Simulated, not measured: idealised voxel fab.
process module | voxel local oxidation
cross-section cut | 190 nm wide | cells 5 nm
A cross-section is a grid of square cells, given in bands from the top down. A band is one or more rows of cells.
Each band's line starts with the height of the band's top and of its bottom, in nm. Then come its materials from left to right, each with its width in nm. One material with "throughout" fills the band from edge to edge. "air" is empty space.
Height 0 is the level under which the wafer as received is all one material. The lowest band goes on downwards, as in "0 down".
A width such as "30 to 40" changes by the same amount from each row of cells to the next, from the band's top row to its bottom row.
"no change" after a step means that no cell of the cross-section changed.
closed voids: empty space of 8 cells or more with no open way to the top, each as width x height at its distance from the left edge, in nm
after a step's settings: what the simulator itself notes on the step
overlay nm, on a step with a mask: how far to the right of its planned place the mask lay; to the left if negative
plan
1 op RECEIVE | material Si
2 op CONFORMAL_DEP | material SiO2 | thk nm 5
3 op CONFORMAL_DEP | material SiN | thk nm 15
4 op MASKED_ETCH | tone cover | mask id ACTIVE | width nm 105 | etch materials SiN | depth nm 15 | overlay nm 0
5 op SELECTIVE_ETCH | etch materials SiO2 | depth nm 5
6 op OXIDIZE | depth nm 10
7 op STRIP | etch materials SiN
as received, after step 1
  0 down: Si throughout
  closed voids: none
first wafer at the end, as planned
  5 to 0: air 45 | SiO2 95 | air 50
  0 to -10: SiO2 55 | Si 75 | SiO2 60
  -10 down: Si throughout
  closed voids: none
second wafer at the end: like start, like plan, one mistake
  5 to 0: air 55 | SiO2 95 | air 40
  0 to -10: SiO2 65 | Si 75 | SiO2 50
  -10 down: Si throughout
  closed voids: none
what went wrong: step 4 ran as: op MASKED_ETCH | tone cover | mask id ACTIVE | width nm 105 | etch materials SiN | depth nm 15 | overlay nm 10
at the end the second wafer has, in cells: as many of each material as the first, in other places
